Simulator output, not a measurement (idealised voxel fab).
process module | voxel air gaps
cross-section cut | 255 nm wide | cells 5 nm
A cross-section is a grid of square cells, given in bands from the top down. A band is one or more rows of cells.
Each band's line starts with the height of the band's top and of its bottom, in nm. Then come its materials from left to right, each with its width in nm. One material with "throughout" fills the band from edge to edge. "air" is empty space.
Height 0 is the level under which the wafer as received is all one material. The lowest band goes on downwards, as in "0 down".
A width such as "30 to 40" changes by the same amount from each row of cells to the next, from the band's top row to its bottom row.
"no change" after a step means that no cell of the cross-section changed.
closed voids: empty space of 8 cells or more with no open way to the top, each as width x height at its distance from the left edge, in nm
after a step's settings: what the simulator itself notes on the step
overlay nm, on a step with a mask: how far to the right of its planned place the mask lay; to the left if negative
plan
1 op RECEIVE | material Si
2 op CONFORMAL_DEP | material SiO2 | thk nm 15
3 op CONFORMAL_DEP | material SiN | thk nm 5
4 op DIRECTIONAL_DEP | material lowk | thk nm 35
5 op DIRECTIONAL_DEP | material aC | thk nm 10
6 op PATTERN | tone open | mask id LINES | material resist | width nm 25 | pitch nm 55 | thk nm 25 | overlay nm 0
7 op DIRECTIONAL_ETCH | etch materials aC | depth nm 10
8 op STRIP | etch materials resist
9 op DIRECTIONAL_ETCH | etch materials lowk | depth nm 35
10 op STRIP | etch materials aC
11 op CONFORMAL_DEP | material TiN | thk nm 5
12 op FILL_DEP | material W | thk nm 5
13 op CMP | height nm 55
14 op EPI | material Ru | thk nm 10
15 op SELECTIVE_ETCH | etch materials lowk | depth nm 45
16 op CONFORMAL_DEP | material SiN | thk nm 5
as received, after step 1
  0 down: Si throughout
  closed voids: none
first wafer at the end, as planned
  70 to 65: air 45 | SiN 165 | air 45
  65 to 55: air 45 | SiN 5 | Ru 45 | SiN 10 | Ru 45 | SiN 10 | Ru 45 | SiN 5 | air 45
  55 to 50: air 45 | SiN 15 | TiN 5 | W 15 | TiN 5 | SiN 30 | TiN 5 | W 15 | TiN 5 | SiN 30 | TiN 5 | W 15 | TiN 5 | SiN 15 | air 45
  50 to 25: air 55 | SiN 5 | TiN 5 | W 15 | TiN 5 | SiN 5 | air 20 | SiN 5 | TiN 5 | W 15 | TiN 5 | SiN 5 | air 20 | SiN 5 | TiN 5 | W 15 | TiN 5 | SiN 5 | air 55
  25 to 20: SiN 60 | TiN 25 | SiN 30 | TiN 25 | SiN 30 | TiN 25 | SiN 60
  20 to 15: SiN throughout
  15 to 0: SiO2 throughout
  0 down: Si throughout
  closed voids: 20 x 25 at 90; 20 x 25 at 145
second wafer at the end: like start, like plan, one mistake
  70 to 65: air 50 | SiN 45 | air 10 | SiN 45 | air 10 | SiN 45 | air 50
  65 to 55: air 50 | SiN 5 | Ru 35 | SiN 5 | air 10 | SiN 5 | Ru 35 | SiN 5 | air 10 | SiN 5 | Ru 35 | SiN 5 | air 50
  55 to 50: air 50 | SiN 15 | TiN 5 | W 5 | TiN 5 | SiN 15 | air 10 | SiN 15 | TiN 5 | W 5 | TiN 5 | SiN 15 | air 10 | SiN 15 | TiN 5 | W 5 | TiN 5 | SiN 15 | air 50
  50 to 25: air 60 | SiN 5 | TiN 5 | W 5 | TiN 5 | SiN 5 | air 30 | SiN 5 | TiN 5 | W 5 | TiN 5 | SiN 5 | air 30 | SiN 5 | TiN 5 | W 5 | TiN 5 | SiN 5 | air 60
  25 to 20: SiN 65 | TiN 15 | SiN 40 | TiN 15 | SiN 40 | TiN 15 | SiN 65
  20 to 15: SiN throughout
  15 to 0: SiO2 throughout
  0 down: Si throughout
  closed voids: none
what went wrong: step 6 ran as: op PATTERN | tone open | mask id LINES | material resist | width nm 15 | pitch nm 55 | thk nm 25 | overlay nm 0
at the end the second wafer has, in cells: 12 fewer of Ru | 6 fewer of TiN | 36 fewer of W
closed voids at the end (first wafer, second wafer): 2, 0
